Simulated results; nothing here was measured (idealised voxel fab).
Module name: voxel wiring stack (process module)
265 nm wide, 5 nm square cells: that's cross-section cut.
A cross-section is a grid of square cells, given in bands from the top down. A band is one or more rows of cells.
Top, bottom (nm), then materials left to right with widths (nm); lone material tagged "edge to edge" fills the whole band edge to edge; "blank" = empty space.
Height reference: 0 = level under which incoming wafer is all one material. Lowest band: no bottom, runs on downward, e.g. "from 0 down".
Think of "30->40" as a width that walks from the first number to the second as you go down the band, top row to bottom row, taking equal-sized steps from row to row.
When a step is marked "no modifications", none of the cells in the cross-section changed during that step.
Empty spaces counting at least 8 cells and having no open way to the top are listed in "Sealed void list". The notation width x height at distance is used for each, the distance being from the left edge and all three values in nm.
Whatever follows a step's settings on its line is a remark the simulator itself makes about that step.
You can add "overlay nm" to a step's line. For a step with a mask, it describes how far the mask lay to the right of its planned position, and a negative number describes a lay to the left.

[Steps in the process plan]
step 1: RECEIVE,material Si
step 2: CONFORMAL_DEP,material SiO2,thk nm 10
step 3: CONFORMAL_DEP,material SiN,thk nm 5
step 4: DIRECTIONAL_DEP,material lowk,thk nm 15
step 5: PATTERN,tone open,mask id METAL_1,material resist,width nm 30,pitch nm 60,thk nm 20,overlay nm -15
step 6: DIRECTIONAL_ETCH,etch materials lowk,depth nm 15
step 7: DIRECTIONAL_ETCH,etch materials SiN,depth nm 5
step 8: STRIP,etch materials resist
step 9: CONFORMAL_DEP,material TiN,thk nm 5
step 10: FILL_DEP,material Cu,thk nm 10
step 11: CMP,height nm 30
step 12: CONFORMAL_DEP,material SiCN,thk nm 5
step 13: DIRECTIONAL_DEP,material lowk,thk nm 25
step 14: DIRECTIONAL_DEP,material aC,thk nm 10
step 15: PATTERN,tone open,mask id METAL_2,material resist,width nm 30,pitch nm 60,thk nm 30,overlay nm 0
step 16: DIRECTIONAL_ETCH,etch materials aC,depth nm 10
step 17: STRIP,etch materials resist
step 18: DIRECTIONAL_ETCH,etch materials lowk,depth nm 15
step 19: STRIP,etch materials aC
step 20: DIRECTIONAL_DEP,material aC,thk nm 10
step 21: PATTERN,tone open,mask id METAL_2_HOLES,material resist,width nm 15,thk nm 30,overlay nm 0
step 22: DIRECTIONAL_ETCH,etch materials aC,depth nm 10
step 23: STRIP,etch materials resist
step 24: DIRECTIONAL_ETCH,etch materials lowk,depth nm 10
step 25: DIRECTIONAL_ETCH,etch materials SiCN,depth nm 5
step 26: STRIP,etch materials aC
step 27: CONFORMAL_DEP,material TiN,thk nm 5
step 28: FILL_DEP,material Cu,thk nm 5
step 29: CMP,height nm 60
step 30: CONFORMAL_DEP,material SiN,thk nm 5
For this document, wafers share an identical start and vary in the step 5 overlay nm; the plan quotes the first wafer's value.

[This is how the first of several wafers looked in cross-section when it arrived, which is after step 1]
* from 0 down  Si edge to edge
* Sealed void list: none

[End of module: cross-section of the first of several wafers after step 30, the last step]
* from 65 to 60  SiN edge to edge
* from 60 to 50  85 of lowk / 5 of TiN / 20 of Cu / 5 of TiN / 30 of lowk / 5 of TiN / 20 of Cu / 5 of TiN / 90 of lowk
* from 50 to 45  85 of lowk / 5 of TiN / 5 of Cu / 20 of TiN / 30 of lowk / 30 of TiN / 90 of lowk
* from 45 to 35  85 of lowk / 5 of TiN / 5 of Cu / 5 of TiN / 165 of lowk
* from 35 to 30  85 of SiCN / 15 of TiN / 165 of SiCN
* from 30 to 15  70 of lowk / 5 of TiN / 20 of Cu / 5 of TiN / 30 of lowk / 5 of TiN / 20 of Cu / 5 of TiN / 105 of lowk
* from 15 to 10  70 of SiN / 30 of TiN / 30 of SiN / 30 of TiN / 105 of SiN
* from 10 to 0  SiO2 edge to edge
* from 0 down  Si edge to edge
* Sealed void list: none

[Cross-section, module end, final of several wafers]
* from 65 to 60  SiN edge to edge
* from 60 to 50  85 of lowk / 5 of TiN / 20 of Cu / 5 of TiN / 30 of lowk / 5 of TiN / 20 of Cu / 5 of TiN / 90 of lowk
* from 50 to 45  85 of lowk / 5 of TiN / 5 of Cu / 20 of TiN / 30 of lowk / 30 of TiN / 90 of lowk
* from 45 to 35  85 of lowk / 5 of TiN / 5 of Cu / 5 of TiN / 165 of lowk
* from 35 to 30  85 of SiCN / 15 of TiN / 165 of SiCN
* from 30 to 15  100 of lowk / 5 of TiN / 20 of Cu / 5 of TiN / 30 of lowk / 5 of TiN / 20 of Cu / 5 of TiN / 75 of lowk
* from 15 to 10  100 of SiN / 30 of TiN / 30 of SiN / 30 of TiN / 75 of SiN
* from 10 to 0  SiO2 edge to edge
* from 0 down  Si edge to edge
* Sealed void list: none

[Below is a per-wafer table. In it, each row describes the wafer at the end of the module by giving, for each material, the number of cells gained (+) or lost (-) since the wafer was received, and after that the closed voids of the wafer]
overlay nm -15; +43 Cu; +50 SiCN; +94 SiN; +106 SiO2; +50 TiN; +346 lowk; Sealed void list: none
overlay nm -10; +43 Cu; +50 SiCN; +94 SiN; +106 SiO2; +50 TiN; +346 lowk; Sealed void list: none
overlay nm -5; +43 Cu; +50 SiCN; +94 SiN; +106 SiO2; +50 TiN; +346 lowk; Sealed void list: none
overlay nm 0; +43 Cu; +50 SiCN; +94 SiN; +106 SiO2; +50 TiN; +346 lowk; Sealed void list: none
overlay nm 5; +43 Cu; +50 SiCN; +94 SiN; +106 SiO2; +50 TiN; +346 lowk; Sealed void list: none
overlay nm 10; +43 Cu; +50 SiCN; +94 SiN; +106 SiO2; +50 TiN; +346 lowk; Sealed void list: none
overlay nm 15; +43 Cu; +50 SiCN; +94 SiN; +106 SiO2; +50 TiN; +346 lowk; Sealed void list: none
